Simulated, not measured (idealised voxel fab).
A process module follows: voxel self aligned contacts.
Square cells of 5 nm make up the cross-section cut, whose width is 250 nm.
Square cells in a grid make up a cross-section in this document, and the grid is given as bands, listed from the top down, each one or more rows of cells. It is stipulated that each band's entry specify, in nanometres, the height of the top of the band and then that of its bottom, followed by the materials of the band in left-to-right sequence, each together with its width in nanometres. A single material marked by the word "throughout" is understood to fill the band from edge to edge; the word "empty" is understood to denote empty space. Basically, 0 is our baseline, since under it the wafer straight out of the box is all one material. The bottom band has no lower end and keeps on going down, so it looks like "0..down". The width entry "30->40" should be interpreted row by row: the top row of cells in the band takes the first number, the bottom row takes the second number, and the change between adjacent rows is uniform throughout. What does "changes: none" mean for a step? It means no cell of the cross-section changed in that step. "Closed-off voids" contains a list of empty spaces, each no smaller than 8 cells and without an open way to the top, written in the form width x height at distance with the distance from the left edge and all three in nm. It should be noted that, on the line of a given step, the content following the step's settings is a remark produced by the simulator itself with respect to that step. The "overlay nm" setting may appear on a step's line; for a step that uses a mask, it gives how far to the right of its planned position the mask lay, and a negative value indicates the left.

So here's the lineup of process steps we planned:
1. op RECEIVE | material Si
2. op OXIDIZE | depth nm 5
3. op DIRECTIONAL_DEP | material polySi | thk nm 20
4. op DIRECTIONAL_DEP | material SiN | thk nm 20
5. op MASKED_ETCH | tone cover | mask id GATE | width nm 25 | pitch nm 60 | etch materials SiN | depth nm 20 | overlay nm 0
6. op MASKED_ETCH | tone cover | mask id GATE | width nm 25 | pitch nm 60 | etch materials polySi | depth nm 20 | overlay nm 0
7. op CONFORMAL_DEP | material SiN | thk nm 10
8. op DIRECTIONAL_ETCH | etch materials SiN | depth nm 10
9. op FILL_DEP | material SiO2 | thk nm 10
10. op CMP | height nm 45
11. op MASKED_ETCH | tone open | mask id CONTACT | width nm 45 | pitch nm 60 | etch materials SiO2 | depth nm 50 | overlay nm 0
12. op CONFORMAL_DEP | material TiN | thk nm 5
13. op FILL_DEP | material Ru | thk nm 10
14. op CMP | height nm 45
15. op CONFORMAL_DEP | material SiCN | thk nm 5

first wafer, as planned:

Received-state cross-section, reflecting completion of step 1:
0..down | Si throughout
Closed-off voids: none

Sectional view: wafer, after step 2:
0..-5 | SiO2 throughout
Anything lower than -5 is untouched.

Sectional view: wafer, after step 3:
20..0 | polySi throughout
Anything lower than 0 is untouched.

Sectional view: wafer, after step 4:
40..20 | SiN throughout
Anything lower than 20 is untouched.

Sectional view: wafer, after step 5:
40..20 | empty 50 nm / SiN 25 nm / empty 35 nm / SiN 25 nm / empty 35 nm / SiN 25 nm / empty 55 nm
Anything lower than 20 is untouched.

Sectional view: wafer, after step 6:
40..20 | empty 50 nm / SiN 25 nm / empty 35 nm / SiN 25 nm / empty 35 nm / SiN 25 nm / empty 55 nm
20..0 | empty 50 nm / polySi 25 nm / empty 35 nm / polySi 25 nm / empty 35 nm / polySi 25 nm / empty 55 nm
Anything lower than 0 is untouched.

Sectional view: wafer, after step 7:
50..20 | empty 40 nm / SiN 45 nm / empty 15 nm / SiN 45 nm / empty 15 nm / SiN 45 nm / empty 45 nm
20..10 | empty 40 nm / SiN 10 nm / polySi 25 nm / SiN 10 nm / empty 15 nm / SiN 10 nm / polySi 25 nm / SiN 10 nm / empty 15 nm / SiN 10 nm / polySi 25 nm / SiN 10 nm / empty 45 nm
10..0 | SiN 50 nm / polySi 25 nm / SiN 35 nm / polySi 25 nm / SiN 35 nm / polySi 25 nm / SiN 55 nm
Anything lower than 0 is untouched.

Sectional view: wafer, after step 8:
40..20 | empty 40 nm / SiN 45 nm / empty 15 nm / SiN 45 nm / empty 15 nm / SiN 45 nm / empty 45 nm
20..0 | empty 40 nm / SiN 10 nm / polySi 25 nm / SiN 10 nm / empty 15 nm / SiN 10 nm / polySi 25 nm / SiN 10 nm / empty 15 nm / SiN 10 nm / polySi 25 nm / SiN 10 nm / empty 45 nm
Anything lower than 0 is untouched.

Sectional view: wafer, after step 9:
50..40 | SiO2 throughout
40..20 | SiO2 40 nm / SiN 45 nm / SiO2 15 nm / SiN 45 nm / SiO2 15 nm / SiN 45 nm / SiO2 45 nm
20..0 | SiO2 40 nm / SiN 10 nm / polySi 25 nm / SiN 10 nm / SiO2 15 nm / SiN 10 nm / polySi 25 nm / SiN 10 nm / SiO2 15 nm / SiN 10 nm / polySi 25 nm / SiN 10 nm / SiO2 45 nm
Anything lower than 0 is untouched.

Sectional view: wafer, after step 10:
45..40 | SiO2 throughout
Anything lower than 40 is untouched.

Sectional view: wafer, after step 11:
45..40 | SiO2 70 nm / empty 45 nm / SiO2 15 nm / empty 45 nm / SiO2 75 nm
40..20 | SiO2 40 nm / SiN 45 nm / empty 15 nm / SiN 45 nm / empty 15 nm / SiN 45 nm / SiO2 45 nm
20..0 | SiO2 40 nm / SiN 10 nm / polySi 25 nm / SiN 10 nm / empty 15 nm / SiN 10 nm / polySi 25 nm / SiN 10 nm / empty 15 nm / SiN 10 nm / polySi 25 nm / SiN 10 nm / SiO2 45 nm
0..-5 | SiO2 85 nm / empty 15 nm / SiO2 45 nm / empty 15 nm / SiO2 90 nm
Anything lower than -5 is untouched.

Sectional view: wafer, after step 12:
50..45 | TiN 75 nm / empty 35 nm / TiN 25 nm / empty 35 nm / TiN 80 nm
45..40 | SiO2 70 nm / TiN 20 nm / empty 5 nm / TiN 20 nm / SiO2 15 nm / TiN 20 nm / empty 5 nm / TiN 20 nm / SiO2 75 nm
40..20 | SiO2 40 nm / SiN 45 nm / TiN 5 nm / empty 5 nm / TiN 5 nm / SiN 45 nm / TiN 5 nm / empty 5 nm / TiN 5 nm / SiN 45 nm / SiO2 45 nm
20..0 | SiO2 40 nm / SiN 10 nm / polySi 25 nm / SiN 10 nm / TiN 5 nm / empty 5 nm / TiN 5 nm / SiN 10 nm / polySi 25 nm / SiN 10 nm / TiN 5 nm / empty 5 nm / TiN 5 nm / SiN 10 nm / polySi 25 nm / SiN 10 nm / SiO2 45 nm
0..-5 | SiO2 85 nm / TiN 15 nm / SiO2 45 nm / TiN 15 nm / SiO2 90 nm
Anything lower than -5 is untouched.

Sectional view: wafer, after step 13:
60..50 | Ru throughout
50..45 | TiN 75 nm / Ru 35 nm / TiN 25 nm / Ru 35 nm / TiN 80 nm
45..40 | SiO2 70 nm / TiN 20 nm / Ru 5 nm / TiN 20 nm / SiO2 15 nm / TiN 20 nm / Ru 5 nm / TiN 20 nm / SiO2 75 nm
40..20 | SiO2 40 nm / SiN 45 nm / TiN 5 nm / Ru 5 nm / TiN 5 nm / SiN 45 nm / TiN 5 nm / Ru 5 nm / TiN 5 nm / SiN 45 nm / SiO2 45 nm
20..0 | SiO2 40 nm / SiN 10 nm / polySi 25 nm / SiN 10 nm / TiN 5 nm / Ru 5 nm / TiN 5 nm / SiN 10 nm / polySi 25 nm / SiN 10 nm / TiN 5 nm / Ru 5 nm / TiN 5 nm / SiN 10 nm / polySi 25 nm / SiN 10 nm / SiO2 45 nm
Anything lower than 0 is untouched.

Sectional view: wafer, after step 14:
45..40 | SiO2 70 nm / TiN 20 nm / Ru 5 nm / TiN 20 nm / SiO2 15 nm / TiN 20 nm / Ru 5 nm / TiN 20 nm / SiO2 75 nm
Anything lower than 40 is untouched.

Sectional view: wafer, after step 15:
50..45 | SiCN throughout
Anything lower than 45 is untouched.

The remaining wafer, second of the two, started like the first and was run to the same plan, except that one mistake was made along the way; the two coincide through step 4, inclusive:

Here is the second wafer in cross-section at the point where step 5 of the plan should have been done:
40..20 | empty 60 nm / SiN 25 nm / empty 35 nm / SiN 25 nm / empty 35 nm / SiN 25 nm / empty 45 nm
Anything lower than 20 is untouched.

Here is the second wafer in cross-section at the point where step 6 of the plan should have been done:
40..20 | empty 60 nm / SiN 25 nm / empty 35 nm / SiN 25 nm / empty 35 nm / SiN 25 nm / empty 45 nm
20..0 | empty 50 nm / polySi 35 nm / empty 25 nm / polySi 35 nm / empty 25 nm / polySi 35 nm / empty 45 nm
Anything lower than 0 is untouched.

Here is the second wafer in cross-section at the point where step 7 of the plan should have been done:
50..30 | empty 50 nm / SiN 45 nm / empty 15 nm / SiN 45 nm / empty 15 nm / SiN 45 nm / empty 35 nm
30..20 | empty 40 nm / SiN 55 nm / empty 5 nm / SiN 55 nm / empty 5 nm / SiN 55 nm / empty 35 nm
20..10 | empty 40 nm / SiN 10 nm / polySi 35 nm / SiN 10 nm / empty 5 nm / SiN 10 nm / polySi 35 nm / SiN 10 nm / empty 5 nm / SiN 10 nm / polySi 35 nm / SiN 10 nm / empty 35 nm
10..0 | SiN 50 nm / polySi 35 nm / SiN 25 nm / polySi 35 nm / SiN 25 nm / polySi 35 nm / SiN 45 nm
Anything lower than 0 is untouched.

Here is the second wafer in cross-section at the point where step 8 of the plan should have been done:
40..20 | empty 50 nm / SiN 45 nm / empty 15 nm / SiN 45 nm / empty 15 nm / SiN 45 nm / empty 35 nm
20..0 | empty 40 nm / SiN 10 nm / polySi 35 nm / SiN 10 nm / empty 5 nm / SiN 10 nm / polySi 35 nm / SiN 10 nm / empty 5 nm / SiN 10 nm / polySi 35 nm / SiN 10 nm / empty 35 nm
Anything lower than 0 is untouched.

Here is the second wafer in cross-section at the point where step 9 of the plan should have been done:
50..40 | SiO2 throughout
40..20 | SiO2 50 nm / SiN 45 nm / SiO2 15 nm / SiN 45 nm / SiO2 15 nm / SiN 45 nm / SiO2 35 nm
20..0 | SiO2 40 nm / SiN 10 nm / polySi 35 nm / SiN 10 nm / SiO2 5 nm / SiN 10 nm / polySi 35 nm / SiN 10 nm / SiO2 5 nm / SiN 10 nm / polySi 35 nm / SiN 10 nm / SiO2 35 nm
Anything lower than 0 is untouched.

Here is the second wafer in cross-section at the point where step 10 of the plan should have been done:
45..40 | SiO2 throughout
Anything lower than 40 is untouched.

Here is the second wafer in cross-section at the point where step 11 of the plan should have been done:
45..40 | SiO2 70 nm / empty 45 nm / SiO2 15 nm / empty 45 nm / SiO2 75 nm
40..20 | SiO2 50 nm / SiN 45 nm / empty 15 nm / SiN 45 nm / empty 15 nm / SiN 45 nm / SiO2 35 nm
20..0 | SiO2 40 nm / SiN 10 nm / polySi 35 nm / SiN 10 nm / empty 5 nm / SiN 10 nm / polySi 35 nm / SiN 10 nm / empty 5 nm / SiN 10 nm / polySi 35 nm / SiN 10 nm / SiO2 35 nm
0..-5 | SiO2 95 nm / empty 5 nm / SiO2 55 nm / empty 5 nm / SiO2 90 nm
Anything lower than -5 is untouched.

Here is the second wafer in cross-section at the point where step 12 of the plan should have been done:
50..45 | TiN 75 nm / empty 35 nm / TiN 25 nm / empty 35 nm / TiN 80 nm
45..40 | SiO2 70 nm / TiN 30 nm / empty 5 nm / TiN 10 nm / SiO2 15 nm / TiN 30 nm / empty 5 nm / TiN 10 nm / SiO2 75 nm
40..25 | SiO2 50 nm / SiN 45 nm / TiN 5 nm / empty 5 nm / TiN 5 nm / SiN 45 nm / TiN 5 nm / empty 5 nm / TiN 5 nm / SiN 45 nm / SiO2 35 nm
25..20 | SiO2 50 nm / SiN 45 nm / TiN 15 nm / SiN 45 nm / TiN 15 nm / SiN 45 nm / SiO2 35 nm
20..0 | SiO2 40 nm / SiN 10 nm / polySi 35 nm / SiN 10 nm / TiN 5 nm / SiN 10 nm / polySi 35 nm / SiN 10 nm / TiN 5 nm / SiN 10 nm / polySi 35 nm / SiN 10 nm / SiO2 35 nm
0..-5 | SiO2 95 nm / TiN 5 nm / SiO2 55 nm / TiN 5 nm / SiO2 90 nm
Anything lower than -5 is untouched.

Here is the second wafer in cross-section at the point where step 13 of the plan should have been done:
60..50 | Ru throughout
50..45 | TiN 75 nm / Ru 35 nm / TiN 25 nm / Ru 35 nm / TiN 80 nm
45..40 | SiO2 70 nm / TiN 30 nm / Ru 5 nm / TiN 10 nm / SiO2 15 nm / TiN 30 nm / Ru 5 nm / TiN 10 nm / SiO2 75 nm
40..25 | SiO2 50 nm / SiN 45 nm / TiN 5 nm / Ru 5 nm / TiN 5 nm / SiN 45 nm / TiN 5 nm / Ru 5 nm / TiN 5 nm / SiN 45 nm / SiO2 35 nm
Anything lower than 25 is untouched.

Here is the second wafer in cross-section at the point where step 14 of the plan should have been done:
45..40 | SiO2 70 nm / TiN 30 nm / Ru 5 nm / TiN 10 nm / SiO2 15 nm / TiN 30 nm / Ru 5 nm / TiN 10 nm / SiO2 75 nm
Anything lower than 40 is untouched.

Here is the second wafer in cross-section at the point where step 15 of the plan should have been done:
50..45 | SiCN throughout
Anything lower than 45 is untouched.
Nonconformance to the process plan: note that step 5 departed from the planned setting and was carried out as op MASKED_ETCH | tone cover | mask id GATE | width nm 25 | pitch nm 60 | etch materials SiN | depth nm 20 | overlay nm 10
Bottom line after processing is that, in cells, the second wafer is up or down on some materials versus the first: 10 fewer of Ru | 4 fewer of SiO2 | 10 fewer of TiN | 24 more of polySi
